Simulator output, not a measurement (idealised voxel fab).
process module | voxel released beams
cross-section cut | 270 nm wide | cells 5 nm
A cross-section is a grid of square cells, given in bands from the top down. A band is one or more rows of cells.
Each band's line starts with the height of the band's top and of its bottom, in nm. Then come its materials from left to right, each with its width in nm. One material with "throughout" fills the band from edge to edge. "air" is empty space.
Height 0 is the level under which the wafer as received is all one material. The lowest band goes on downwards, as in "0 down".
A width such as "30 to 40" changes by the same amount from each row of cells to the next, from the band's top row to its bottom row.
"no change" after a step means that no cell of the cross-section changed.
closed voids: empty space of 8 cells or more with no open way to the top, each as width x height at its distance from the left edge, in nm
after a step's settings: what the simulator itself notes on the step
overlay nm, on a step with a mask: how far to the right of its planned place the mask lay; to the left if negative
plan
1 op RECEIVE | material Si
2 op CONFORMAL_DEP | material Al2O3 | thk nm 10
3 op DIRECTIONAL_DEP | material SiO2 | thk nm 10
4 op PATTERN | tone open | mask id ANCHOR | material resist | width nm 40 | thk nm 20 | overlay nm 0
5 op DIRECTIONAL_ETCH | etch materials SiO2 | depth nm 10
6 op STRIP | etch materials resist
7 op CONFORMAL_DEP | material SiN | thk nm 15
8 op DIRECTIONAL_DEP | material aC | thk nm 15
9 op PATTERN | tone cover | mask id BEAM | material resist | width nm 110 | thk nm 35 | overlay nm 0
10 op DIRECTIONAL_ETCH | etch materials aC | depth nm 15
11 op STRIP | etch materials resist
12 op DIRECTIONAL_ETCH | etch materials SiN | depth nm 15
13 op STRIP | etch materials aC
14 op STRIP | etch materials SiO2
as received, after step 1
  0 down: Si throughout
  closed voids: none
first wafer at the end, as planned
  35 to 25: air 75 | SiN 20 | air 10 | SiN 80 | air 85
  25 to 20: air 75 | SiN 110 | air 85
  20 to 10: air 80 | SiN 40 | air 150
  10 to 0: Al2O3 throughout
  0 down: Si throughout
  closed voids: none
second wafer at the end: like start, like plan, one mistake
  35 to 20: air 75 | SiN 110 | air 85
  20 to 10: Al2O3 throughout
  10 to 0: SiO2 throughout
  0 down: Si throughout
  closed voids: none
what went wrong: steps 2 and 3 were swapped
at the end the second wafer has, in cells: 12 fewer of SiN | 108 more of SiO2
